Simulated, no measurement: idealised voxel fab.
process module | voxel released beams
In the cross-section labelled cut, the width is 215 nm and each square cell is 5 nm.
When this document writes out a cross-section, it uses a grid of square cells and lists it as bands, beginning at the top and moving down, with a band standing for one or more rows of cells.
Per band: top height and bottom height in nm, followed by the left-to-right materials and their widths in nm; "throughout" marks a single material spanning edge to edge, "air" marks empty space.
Height 0 is the level under which the wafer as received is all one material. The lowest band goes on downwards, as in "0 down".
Width: "30->40" (first number = top row, second number = bottom row, same change from row to row of cells).
The designation "remains unaltered", where it is given for a processing step, indicates that no cell of the cross-section was altered in the course of that step.
Any empty space of 8 cells or more lacking an open way to the top shows up in "Sealed void inventory" as width x height at distance, distance from the left edge, in nm.
Where a step's line continues beyond its settings, the continuation is a remark by the simulator itself on that step.
For masked steps, "overlay nm" on the step line gives how far right of plan the mask actually lay; a minus sign means it lay to the left.

[List of planned process steps]
- 1: RECEIVE, material Si
- 2: CONFORMAL_DEP, material Al2O3, thk nm 5
- 3: DIRECTIONAL_DEP, material SiO2, thk nm 10
- 4: PATTERN, tone open, mask id ANCHOR, material resist, width nm 45, thk nm 15, overlay nm 0
- 5: DIRECTIONAL_ETCH, etch materials SiO2, depth nm 10
- 6: STRIP, etch materials resist
- 7: CONFORMAL_DEP, material polySi, thk nm 15
- 8: PATTERN, tone cover, mask id BEAM, material resist, width nm 125, thk nm 15, overlay nm 0
- 9: DIRECTIONAL_ETCH, etch materials polySi, depth nm 15
- 10: STRIP, etch materials resist
- 11: STRIP, etch materials SiO2

[First of two wafers, with the run carried out as planned]

[Step 1 complete: cross-section of the wafer as received]
  0 down | Si throughout
  Sealed void inventory: none

[Take a look at the wafer's cross-section after step 2]
  5 to 0 | Al2O3 throughout
  Under 0: no change, same as before.

[Take a look at the wafer's cross-section after step 3]
  15 to 5 | SiO2 throughout
  Under 5: no change, same as before.

[Take a look at the wafer's cross-section after step 4]
  30 to 15 | resist 45 nm  air 45 nm  resist 125 nm
  Under 15: no change, same as before.

[Take a look at the wafer's cross-section after step 5]
  30 to 15 | resist 45 nm  air 45 nm  resist 125 nm
  15 to 5 | SiO2 45 nm  air 45 nm  SiO2 125 nm
  Under 5: no change, same as before.

[Take a look at the wafer's cross-section after step 6]
  15 to 5 | SiO2 45 nm  air 45 nm  SiO2 125 nm
  Under 5: no change, same as before.

[Take a look at the wafer's cross-section after step 7]
  30 to 20 | polySi 60 nm  air 15 nm  polySi 140 nm
  20 to 15 | polySi throughout
  15 to 5 | SiO2 45 nm  polySi 45 nm  SiO2 125 nm
  Under 5: no change, same as before.

[Take a look at the wafer's cross-section after step 8]
  45 to 30 | air 40 nm  resist 125 nm  air 50 nm
  30 to 20 | polySi 60 nm  resist 15 nm  polySi 140 nm
  Under 20: no change, same as before.

[Take a look at the wafer's cross-section after step 9]
  45 to 30 | air 40 nm  resist 125 nm  air 50 nm
  30 to 20 | air 40 nm  polySi 20 nm  resist 15 nm  polySi 90 nm  air 50 nm
  20 to 15 | air 40 nm  polySi 125 nm  air 50 nm
  Under 15: no change, same as before.

[Take a look at the wafer's cross-section after step 10]
  30 to 20 | air 40 nm  polySi 20 nm  air 15 nm  polySi 90 nm  air 50 nm
  Under 20: no change, same as before.

[Take a look at the wafer's cross-section after step 11]
  30 to 20 | air 40 nm  polySi 20 nm  air 15 nm  polySi 90 nm  air 50 nm
  20 to 15 | air 40 nm  polySi 125 nm  air 50 nm
  15 to 5 | air 45 nm  polySi 45 nm  air 125 nm
  Under 5: no change, same as before.

[The second wafer was prepared from the same starting point and under the same plan as the first; its processing contained one mistake, and it remains indistinguishable from the first wafer up to and including step 1]

Second wafer, section view, time point: scheduled end of step 2: remains unaltered

[Second wafer, section view, time point: scheduled end of step 3]
  10 to 0 | SiO2 throughout
  Under 0: no change, same as before.

[Second wafer, section view, time point: scheduled end of step 4]
  25 to 10 | resist 45 nm  air 45 nm  resist 125 nm
  Under 10: no change, same as before.

[Second wafer, section view, time point: scheduled end of step 5]
  25 to 10 | resist 45 nm  air 45 nm  resist 125 nm
  10 to 0 | SiO2 45 nm  air 45 nm  SiO2 125 nm
  Under 0: no change, same as before.

[Second wafer, section view, time point: scheduled end of step 6]
  10 to 0 | SiO2 45 nm  air 45 nm  SiO2 125 nm
  Under 0: no change, same as before.

[Second wafer, section view, time point: scheduled end of step 7]
  25 to 15 | polySi 60 nm  air 15 nm  polySi 140 nm
  15 to 10 | polySi throughout
  10 to 0 | SiO2 45 nm  polySi 45 nm  SiO2 125 nm
  Under 0: no change, same as before.

[Second wafer, section view, time point: scheduled end of step 8]
  40 to 25 | air 40 nm  resist 125 nm  air 50 nm
  25 to 15 | polySi 60 nm  resist 15 nm  polySi 140 nm
  Under 15: no change, same as before.

[Second wafer, section view, time point: scheduled end of step 9]
  40 to 25 | air 40 nm  resist 125 nm  air 50 nm
  25 to 15 | air 40 nm  polySi 20 nm  resist 15 nm  polySi 90 nm  air 50 nm
  15 to 10 | air 40 nm  polySi 125 nm  air 50 nm
  Under 10: no change, same as before.

[Second wafer, section view, time point: scheduled end of step 10]
  25 to 15 | air 40 nm  polySi 20 nm  air 15 nm  polySi 90 nm  air 50 nm
  Under 15: no change, same as before.

[Second wafer, section view, time point: scheduled end of step 11]
  25 to 15 | air 40 nm  polySi 20 nm  air 15 nm  polySi 90 nm  air 50 nm
  15 to 10 | air 40 nm  polySi 125 nm  air 50 nm
  10 to 0 | air 45 nm  polySi 45 nm  air 125 nm
  Under 0: no change, same as before.
Here's what went sideways: the plan's step 2 went unexecuted, having been skipped
At the finish, the second wafer shows more or fewer cells for some materials than the first does: 43 fewer of Al2O3
